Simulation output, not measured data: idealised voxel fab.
The following is a process module called voxel ribs on slabs.
Section cut is 265 nm wide and gridded with 5 nm square cells.
Cross-section spec: square-cell grid; bands listed top down; each band is one or more rows.
The band entry comprises the height of the band's top followed by the height of its bottom, expressed in nm, and subsequently the band's materials from left to right, each stated together with its width in nm. Where a single material is marked with the word "edge to edge", that material fills the band from edge to edge. The word "empty" represents empty space.
Measure heights from 0. That's the level where, below it, the as-received wafer is all one material. The lowest band is bottomless and extends downward; write it as in "0 and below".
Top row gets the first number, bottom row gets the second, and each row in between changes by the same step: that is how a band width like "30 to 40" works.
Take "identical to before" at face value: in the step it is given for, the cross-section changed in none of its cells.
Each empty space that has no open way to the top and spans at least 8 cells appears under "Enclosed empty spaces" as width x height at distance, the distance counted from the left edge, all in nm.
Post-settings text on a step line: simulator's own remark regarding the step.
What "overlay nm" on a step's line means: if the step has a mask, that mask lay this far to the right of its planned place, or, when the value is negative, to the left.
### Planned process steps
step 1: RECEIVE with material Si
step 2: DIRECTIONAL_DEP with material SiO2, thk nm 30
step 3: DIRECTIONAL_DEP with material SiN, thk nm 20
step 4: PATTERN with tone cover, mask id RIB, material resist, width nm 30, thk nm 20, overlay nm 0
step 5: DIRECTIONAL_ETCH with etch materials SiN, depth nm 15
step 6: STRIP with etch materials resist
step 7: MASKED_ETCH with tone cover, mask id SLAB, width nm 90, etch materials SiN, depth nm 5, overlay nm 0
step 8: FILL_DEP with material SiO2, thk nm 25
step 9: CMP with height nm 65
step 10: DIRECTIONAL_DEP with material TiN, thk nm 10
step 11: MASKED_ETCH with tone cover, mask id HEATER, width nm 40, etch materials TiN, depth nm 10, overlay nm -15
step 12: CONFORMAL_DEP with material SiN, thk nm 5
Across this set of wafers, the varied parameter is the overlay nm of step 11. Starting conditions are identical for every wafer, and the plan reports the value assigned to the first wafer.
### Received wafers, first of several: cross-section after step 1
> 0 and below | Si edge to edge
> Enclosed empty spaces: none
### The first of several wafers, seen in cross-section after the module's last step, step 12
> 80 down to 75 | 90 nm empty, 50 nm SiN, 125 nm empty
> 75 down to 70 | 90 nm empty, 5 nm SiN, 40 nm TiN, 5 nm SiN, 125 nm empty
> 70 down to 65 | 95 nm SiN, 40 nm TiN, 130 nm SiN
> 65 down to 50 | SiO2 edge to edge
> 50 down to 35 | 115 nm SiO2, 30 nm SiN, 120 nm SiO2
> 35 down to 30 | 85 nm SiO2, 90 nm SiN, 90 nm SiO2
> 30 down to 0 | SiO2 edge to edge
> 0 and below | Si edge to edge
> Enclosed empty spaces: none
### Cross-sectional view, end of module, last wafer of several
> 80 down to 75 | 120 nm empty, 50 nm SiN, 95 nm empty
> 75 down to 70 | 120 nm empty, 5 nm SiN, 40 nm TiN, 5 nm SiN, 95 nm empty
> 70 down to 65 | 125 nm SiN, 40 nm TiN, 100 nm SiN
> 65 down to 50 | SiO2 edge to edge
> 50 down to 35 | 115 nm SiO2, 30 nm SiN, 120 nm SiO2
> 35 down to 30 | 85 nm SiO2, 90 nm SiN, 90 nm SiO2
> 30 down to 0 | SiO2 edge to edge
> 0 and below | Si edge to edge
> Enclosed empty spaces: none
### Each row below is a wafer at the end of the module, listing for every material the number of cells it has gained (+) or lost (-) since it was received, followed by its closed voids
overlay nm -15 | +93 SiN | +653 SiO2 | +16 TiN | Enclosed empty spaces: none
overlay nm -10 | +93 SiN | +653 SiO2 | +16 TiN | Enclosed empty spaces: none
overlay nm -5 | +93 SiN | +653 SiO2 | +16 TiN | Enclosed empty spaces: none
overlay nm 0 | +93 SiN | +653 SiO2 | +16 TiN | Enclosed empty spaces: none
overlay nm 5 | +93 SiN | +653 SiO2 | +16 TiN | Enclosed empty spaces: none
overlay nm 10 | +93 SiN | +653 SiO2 | +16 TiN | Enclosed empty spaces: none
overlay nm 15 | +93 SiN | +653 SiO2 | +16 TiN | Enclosed empty spaces: none
